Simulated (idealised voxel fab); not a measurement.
process module | voxel lift off
cross-section cut | 295 nm wide | cells 5 nm
A cross-section is a grid of square cells, given in bands from the top down. A band is one or more rows of cells.
Each band's line starts with the height of the band's top and of its bottom, in nm. Then come its materials from left to right, each with its width in nm. One material with "throughout" fills the band from edge to edge. "air" is empty space.
Height 0 is the level under which the wafer as received is all one material. The lowest band goes on downwards, as in "0 down".
A width such as "30 to 40" changes by the same amount from each row of cells to the next, from the band's top row to its bottom row.
"no change" after a step means that no cell of the cross-section changed.
closed voids: empty space of 8 cells or more with no open way to the top, each as width x height at its distance from the left edge, in nm
after a step's settings: what the simulator itself notes on the step
overlay nm, on a step with a mask: how far to the right of its planned place the mask lay; to the left if negative
plan
1 op RECEIVE | material Si
2 op CONFORMAL_DEP | material SiN | thk nm 5
3 op PATTERN | tone open | mask id LINES | material resist | width nm 25 | pitch nm 55 | thk nm 30 | overlay nm 0
4 op DIRECTIONAL_DEP | material Ru | thk nm 15
5 op STRIP | etch materials resist
6 op CONFORMAL_DEP | material SiN | thk nm 10
first wafer, as planned
as received, after step 1
  0 down: Si throughout
  closed voids: none
after step 2
  5 to 0: SiN throughout
  below 0: unchanged
after step 3
  35 to 5: resist 50 | air 25 | resist 30 | air 25 | resist 30 | air 25 | resist 30 | air 25 | resist 55
  below 5: unchanged
after step 4
  50 to 35: Ru 50 | air 25 | Ru 30 | air 25 | Ru 30 | air 25 | Ru 30 | air 25 | Ru 55
  35 to 20: resist 50 | air 25 | resist 30 | air 25 | resist 30 | air 25 | resist 30 | air 25 | resist 55
  20 to 5: resist 50 | Ru 25 | resist 30 | Ru 25 | resist 30 | Ru 25 | resist 30 | Ru 25 | resist 55
  below 5: unchanged
after step 5
  20 to 5: air 50 | Ru 25 | air 30 | Ru 25 | air 30 | Ru 25 | air 30 | Ru 25 | air 55
  below 5: unchanged
after step 6
  30 to 20: air 40 | SiN 45 | air 10 | SiN 45 | air 10 | SiN 45 | air 10 | SiN 45 | air 45
  20 to 15: air 40 | SiN 10 | Ru 25 | SiN 10 | air 10 | SiN 10 | Ru 25 | SiN 10 | air 10 | SiN 10 | Ru 25 | SiN 10 | air 10 | SiN 10 | Ru 25 | SiN 10 | air 45
  15 to 5: SiN 50 | Ru 25 | SiN 30 | Ru 25 | SiN 30 | Ru 25 | SiN 30 | Ru 25 | SiN 55
  below 5: unchanged
second wafer: like start, like plan, one mistake. Through step 4 it matches the first wafer
when step 5 should have ended
  20 to 5: air 50 | Ru 25 | air 30 | Ru 25 | air 30 | Ru 25 | air 30 | Ru 25 | air 55
  below 5: unchanged
when step 6 should have ended
  30 to 20: air 40 | SiN 45 | air 10 | SiN 45 | air 10 | SiN 45 | air 10 | SiN 45 | air 45
  20 to 15: air 40 | SiN 10 | Ru 25 | SiN 10 | air 10 | SiN 10 | Ru 25 | SiN 10 | air 10 | SiN 10 | Ru 25 | SiN 10 | air 10 | SiN 10 | Ru 25 | SiN 10 | air 45
  15 to 5: SiN 50 | Ru 25 | SiN 30 | Ru 25 | SiN 30 | Ru 25 | SiN 30 | Ru 25 | SiN 55
  below 5: unchanged
what went wrong: step 5 was run twice
at the end the two cross-sections are the same: no effect in what this model computes
